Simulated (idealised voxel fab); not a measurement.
The process module that follows is named voxel capacitor over wiring.
The cross-section shown here is cut; it is 295 nm wide and divided into square cells measuring 5 nm on a side.
In this document a cross-section is written as a grid of square cells. It is given as a series of bands, listed from the top down, and a band is one or more rows of cells.
Read a band's entry like this: the first values are the height of its top and the height of its bottom in nm, and what follows is the sequence of materials from left to right, each with its width in nm. Note that "empty" is empty space, and that a single material marked "full width" reaches across the band from edge to edge.
For the purposes of this specification, 0 denotes the height below which the wafer in its as-received condition is composed wholly of one material, and the lowermost band, lacking a lower limit, extends downward without end, as expressed in "0..down".
Per-row width for "30 to 40": begins at first number (top row of band), ends at second number (bottom row), increment between rows held constant.
Key: "nothing was modified" - step with no changed cell in the cross-section.
Heads up: "Sealed void list" only lists the empty pockets with no open path to the top that are 8 cells or more, and it writes them as width x height at distance, distance from the left edge, in nm.
Where a step's line continues beyond its settings, the continuation is a remark by the simulator itself on that step.
A step's line can hold "overlay nm"; with a mask on that step, the setting says how far right of the planned place the mask lay, while a negative setting says it lay to the left.
**Process steps - plan**
1 RECEIVE,material Si
2 CONFORMAL_DEP,material SiO2,thk nm 10
3 CONFORMAL_DEP,material SiN,thk nm 5
4 DIRECTIONAL_DEP,material SiO2,thk nm 20
5 PATTERN,tone open,mask id METAL_1,material resist,width nm 15,pitch nm 90,thk nm 15,overlay nm 0
6 DIRECTIONAL_ETCH,etch materials SiO2,depth nm 20
7 DIRECTIONAL_ETCH,etch materials SiN,depth nm 5
8 STRIP,etch materials resist
9 CONFORMAL_DEP,material TiN,thk nm 5
10 FILL_DEP,material W,thk nm 5
11 CMP,height nm 35
12 CONFORMAL_DEP,material SiCN,thk nm 5
13 DIRECTIONAL_DEP,material lowk,thk nm 10
14 PATTERN,tone open,mask id PLUG_1,material resist,width nm 15,thk nm 15,overlay nm 0
15 DIRECTIONAL_ETCH,etch materials lowk,depth nm 10
16 DIRECTIONAL_ETCH,etch materials SiCN,depth nm 5
17 STRIP,etch materials resist
18 CONFORMAL_DEP,material TiN,thk nm 5
19 FILL_DEP,material W,thk nm 10
20 CMP,height nm 50
21 DIRECTIONAL_DEP,material TiN,thk nm 10
22 DIRECTIONAL_DEP,material Al2O3,thk nm 5
23 DIRECTIONAL_DEP,material TiN,thk nm 5
24 DIRECTIONAL_DEP,material aC,thk nm 15
25 PATTERN,tone cover,mask id UPPER_PLATE,material resist,width nm 75,thk nm 35,overlay nm 0
26 DIRECTIONAL_ETCH,etch materials aC,depth nm 15
27 STRIP,etch materials resist
28 DIRECTIONAL_ETCH,etch materials TiN,depth nm 5
29 DIRECTIONAL_ETCH,etch materials Al2O3,depth nm 5
30 STRIP,etch materials aC
31 PATTERN,tone cover,mask id LOWER_PLATE,material resist,width nm 85,thk nm 20,overlay nm 0
32 DIRECTIONAL_ETCH,etch materials TiN,depth nm 10
33 STRIP,etch materials resist
34 FILL_DEP,material SiO2,thk nm 20
35 CMP,height nm 85
36 PATTERN,tone open,mask id PLUG_2,material resist,width nm 15,thk nm 20,overlay nm 0
37 DIRECTIONAL_ETCH,etch materials SiO2,depth nm 15
38 STRIP,etch materials resist
39 CONFORMAL_DEP,material TiN,thk nm 5
40 FILL_DEP,material W,thk nm 10
41 CMP,height nm 85
42 CONFORMAL_DEP,material SiN,thk nm 5
Across this set of wafers, the varied parameter is the width nm of step 5. Starting conditions are identical for every wafer, and the plan reports the value assigned to the first wafer.
**Cross-sectional view of the first of several wafers in the as-received condition, corresponding to the state following step 1**
	0..down: Si full width
	Sealed void list: none
**End of the module, past its last step, step 42: how the first of several wafers looks in cross-section**
	90..85: SiN full width
	85..75: 105 of SiO2, 5 of TiN, 5 of W, 5 of TiN, 175 of SiO2
	75..65: 105 to 95 of SiO2, 15 to 75 of TiN, 175 to 125 of SiO2
	65..60: 95 of SiO2, 75 of Al2O3, 125 of SiO2
	60..50: 90 of SiO2, 85 of TiN, 120 of SiO2
	50..40: 95 of lowk, 5 of TiN, 5 of W, 5 of TiN, 185 of lowk
	40..35: 95 of SiCN, 15 of TiN, 185 of SiCN
	35..15: 95 of SiO2, 5 of TiN, 5 of W, 5 of TiN, 75 of SiO2, 5 of TiN, 5 of W, 5 of TiN, 95 of SiO2
	15..10: 95 of SiN, 15 of TiN, 75 of SiN, 15 of TiN, 95 of SiN
	10..0: SiO2 full width
	0..down: Si full width
	Sealed void list: none
**So this is the cross-section on the last wafer at the end of the module**
	90..85: SiN full width
	85..75: 105 of SiO2, 5 of TiN, 5 of W, 5 of TiN, 175 of SiO2
	75..65: 105 to 95 of SiO2, 15 to 75 of TiN, 175 to 125 of SiO2
	65..60: 95 of SiO2, 75 of Al2O3, 125 of SiO2
	60..50: 90 of SiO2, 85 of TiN, 120 of SiO2
	50..40: 95 of lowk, 5 of TiN, 5 of W, 5 of TiN, 185 of lowk
	40..35: 95 of SiCN, 15 of TiN, 185 of SiCN
	35..15: 85 of SiO2, 5 of TiN, 25 of W, 5 of TiN, 55 of SiO2, 5 of TiN, 25 of W, 5 of TiN, 85 of SiO2
	15..10: 85 of SiN, 35 of TiN, 55 of SiN, 35 of TiN, 85 of SiN
	10..0: SiO2 full width
	0..down: Si full width
	Sealed void list: none
**wafer rows; end of module; cells per material since receipt: (+) gained, (-) lost; then closed voids**
width nm 15 | +15 Al2O3 | +56 SiCN | +112 SiN | +670 SiO2 | +85 TiN | +12 W | +112 lowk | Sealed void list: none
width nm 20 | +15 Al2O3 | +56 SiCN | +110 SiN | +662 SiO2 | +87 TiN | +20 W | +112 lowk | Sealed void list: none
width nm 25 | +15 Al2O3 | +56 SiCN | +108 SiN | +654 SiO2 | +89 TiN | +28 W | +112 lowk | Sealed void list: none
width nm 30 | +15 Al2O3 | +56 SiCN | +106 SiN | +646 SiO2 | +91 TiN | +36 W | +112 lowk | Sealed void list: none
width nm 35 | +15 Al2O3 | +56 SiCN | +104 SiN | +638 SiO2 | +93 TiN | +44 W | +112 lowk | Sealed void list: none
